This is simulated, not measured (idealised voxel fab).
process module | voxel self aligned contacts
cross-section cut | 235 nm wide | cells 5 nm
A cross-section is a grid of square cells, given in bands from the top down. A band is one or more rows of cells.
Each band's line starts with the height of the band's top and of its bottom, in nm. Then come its materials from left to right, each with its width in nm. One material with "throughout" fills the band from edge to edge. "air" is empty space.
Height 0 is the level under which the wafer as received is all one material. The lowest band goes on downwards, as in "0 down".
A width such as "30 to 40" changes by the same amount from each row of cells to the next, from the band's top row to its bottom row.
"no change" after a step means that no cell of the cross-section changed.
closed voids: empty space of 8 cells or more with no open way to the top, each as width x height at its distance from the left edge, in nm
after a step's settings: what the simulator itself notes on the step
overlay nm, on a step with a mask: how far to the right of its planned place the mask lay; to the left if negative
plan
1 op RECEIVE | material Si
2 op OXIDIZE | depth nm 5
3 op DIRECTIONAL_DEP | material polySi | thk nm 25
4 op DIRECTIONAL_DEP | material SiN | thk nm 15
5 op PATTERN | tone cover | mask id GATE | material resist | width nm 30 | pitch nm 65 | thk nm 15 | overlay nm 0
6 op DIRECTIONAL_ETCH | etch materials SiN | depth nm 15
7 op DIRECTIONAL_ETCH | etch materials polySi | depth nm 25
8 op STRIP | etch materials resist
9 op CONFORMAL_DEP | material SiN | thk nm 5
10 op DIRECTIONAL_ETCH | etch materials SiN | depth nm 5
11 op FILL_DEP | material SiO2 | thk nm 15
12 op CMP | height nm 45
13 op DIRECTIONAL_DEP | material aC | thk nm 15
14 op PATTERN | tone open | mask id CONTACT | material resist | width nm 45 | pitch nm 65 | thk nm 30 | overlay nm -15
15 op DIRECTIONAL_ETCH | etch materials aC | depth nm 15
16 op STRIP | etch materials resist
17 op DIRECTIONAL_ETCH | etch materials SiO2 | depth nm 50
18 op STRIP | etch materials aC
19 op CONFORMAL_DEP | material TiN | thk nm 5
20 op FILL_DEP | material Ru | thk nm 10
21 op CMP | height nm 45
22 op CONFORMAL_DEP | material SiCN | thk nm 5
varied across the wafers: overlay nm of step 14. The plan shows the first wafer's value. All wafers start alike
first wafer as received, after step 1
  0 down: Si throughout
  closed voids: none
first wafer at the end, after step 22
  50 to 45: SiCN throughout
  45 to 40: SiO2 45 | TiN 30 | Ru 10 | TiN 5 | SiO2 20 | TiN 30 | Ru 10 | TiN 5 | SiO2 80
  40 to 25: SiO2 30 | SiN 40 | TiN 5 | Ru 10 | TiN 5 | SiO2 5 | SiN 40 | TiN 5 | Ru 10 | TiN 5 | SiO2 5 | SiN 40 | SiO2 35
  25 to 0: SiO2 30 | SiN 5 | polySi 30 | SiN 5 | TiN 5 | Ru 10 | TiN 5 | SiO2 5 | SiN 5 | polySi 30 | SiN 5 | TiN 5 | Ru 10 | TiN 5 | SiO2 5 | SiN 5 | polySi 30 | SiN 5 | SiO2 35
  0 to -5: SiO2 70 | TiN 20 | SiO2 45 | TiN 20 | SiO2 80
  -5 down: Si throughout
  closed voids: none
last wafer at the end
  50 to 45: SiCN throughout
  45 to 40: SiO2 75 | TiN 5 | Ru 10 | TiN 30 | SiO2 20 | TiN 5 | Ru 10 | TiN 30 | SiO2 50
  40 to 25: SiO2 30 | SiN 40 | SiO2 5 | TiN 5 | Ru 10 | TiN 5 | SiN 40 | SiO2 5 | TiN 5 | Ru 10 | TiN 5 | SiN 40 | SiO2 35
  25 to 0: SiO2 30 | SiN 5 | polySi 30 | SiN 5 | SiO2 5 | TiN 5 | Ru 10 | TiN 5 | SiN 5 | polySi 30 | SiN 5 | SiO2 5 | TiN 5 | Ru 10 | TiN 5 | SiN 5 | polySi 30 | SiN 5 | SiO2 35
  0 to -5: SiO2 75 | TiN 20 | SiO2 45 | TiN 20 | SiO2 75
  -5 down: Si throughout
  closed voids: none
each wafer at the end: cells of each material gained (+) or lost (-) since it was received, then its closed voids
overlay nm -15 | +36 Ru | -47 Si | +47 SiCN | +102 SiN | +188 SiO2 | +54 TiN | +90 polySi | closed voids: none
overlay nm -10 | +54 Ru | -47 Si | +47 SiCN | +102 SiN | +170 SiO2 | +54 TiN | +90 polySi | closed voids: none
overlay nm -5 | +54 Ru | -47 Si | +47 SiCN | +102 SiN | +170 SiO2 | +54 TiN | +90 polySi | closed voids: none
overlay nm 0 | +54 Ru | -47 Si | +47 SiCN | +102 SiN | +170 SiO2 | +54 TiN | +90 polySi | closed voids: none
overlay nm 5 | +54 Ru | -47 Si | +47 SiCN | +102 SiN | +170 SiO2 | +54 TiN | +90 polySi | closed voids: none
overlay nm 10 | +54 Ru | -47 Si | +47 SiCN | +102 SiN | +170 SiO2 | +54 TiN | +90 polySi | closed voids: none
overlay nm 15 | +36 Ru | -47 Si | +47 SiCN | +102 SiN | +188 SiO2 | +54 TiN | +90 polySi | closed voids: none
